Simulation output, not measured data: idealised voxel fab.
Name of the process module below: voxel self aligned contacts
In the cross-section labelled cut, the width is 170 nm and each square cell is 5 nm.
How to read a cross-section here: the picture is a grid of square cells, written as bands going from the top down, and any band can span one or more rows of cells.
Quick guide to a band line: top height, bottom height (nm) up front; then every material left to right with its width in nm. Only one material and it's marked "throughout"? Then it fills the band edge to edge. And "air" just means empty space.
Convention: height 0 is the level below which the wafer, as received, is all one material. The lowest band does not terminate at the bottom but continues downward, represented as "0 nm and below".
It should be noted that a width expressed as "30 to 40" varies in equal increments from row to row of cells within the band, taking the value of the first number at the top row and that of the second number at the bottom row.
What does "changes: none" mean for a step? It means no cell of the cross-section changed in that step.
The label "Enclosed void entries" introduces a list of the empty spaces, 8 cells or larger, that have no open way up to the top; each entry in it reads width x height at distance, where the distance is taken from the left edge and all three are stated in nm.
Where a step's line continues beyond its settings, the continuation is a remark by the simulator itself on that step.
For masked steps, "overlay nm" on the step line gives how far right of plan the mask actually lay; a minus sign means it lay to the left.

Process steps foreseen in the plan
1. RECEIVE (material Si)
2. OXIDIZE (depth nm 5)
3. DIRECTIONAL_DEP (material polySi; thk nm 20)
4. DIRECTIONAL_DEP (material SiN; thk nm 25)
5. DIRECTIONAL_DEP (material aC; thk nm 15)
6. PATTERN (tone cover; mask id GATE; material resist; width nm 25; pitch nm 70; thk nm 30; overlay nm 0)
7. DIRECTIONAL_ETCH (etch materials aC; depth nm 15)
8. STRIP (etch materials resist)
9. DIRECTIONAL_ETCH (etch materials SiN; depth nm 25)
10. DIRECTIONAL_ETCH (etch materials polySi; depth nm 20)
11. STRIP (etch materials aC)
12. CONFORMAL_DEP (material SiN; thk nm 10)
13. DIRECTIONAL_ETCH (etch materials SiN; depth nm 10)
14. FILL_DEP (material SiO2; thk nm 15)
15. CMP (height nm 50)
16. PATTERN (tone open; mask id CONTACT; material resist; width nm 55; thk nm 20; overlay nm 0)
17. DIRECTIONAL_ETCH (etch materials SiO2; depth nm 55)
18. STRIP (etch materials resist)
19. CONFORMAL_DEP (material TiN; thk nm 5)
20. FILL_DEP (material Ru; thk nm 5)
21. CMP (height nm 50)
22. CONFORMAL_DEP (material SiCN; thk nm 5)
Don't read the plan's width nm for step 6 as applying to every wafer: that's the first wafer's value, and the wafers differ in it, though they all start identical.

Cross-section of the first of several wafers on receipt, reflecting completion of step 1
0 nm and below = Si throughout
Enclosed void entries: none

Below, a row for every wafer. Read it as the end-of-module picture: for each material the wafer shows its cells gained (+) or lost (-) since it was received, and then its closed voids
width nm 25 | +30 Ru | -34 Si | +34 SiCN | +122 SiN | +151 SiO2 | +31 TiN | +40 polySi | Enclosed void entries: none
width nm 30 | +20 Ru | -34 Si | +34 SiCN | +132 SiN | +143 SiO2 | +31 TiN | +48 polySi | Enclosed void entries: none
width nm 35 | +10 Ru | -34 Si | +34 SiCN | +142 SiN | +135 SiO2 | +31 TiN | +56 polySi | Enclosed void entries: none
width nm 40 | -34 Si | +34 SiCN | +152 SiN | +127 SiO2 | +31 TiN | +64 polySi | Enclosed void entries: none
width nm 45 | -34 Si | +34 SiCN | +162 SiN | +119 SiO2 | +21 TiN | +72 polySi | Enclosed void entries: none
width nm 50 | -34 Si | +34 SiCN | +172 SiN | +111 SiO2 | +11 TiN | +80 polySi | Enclosed void entries: none
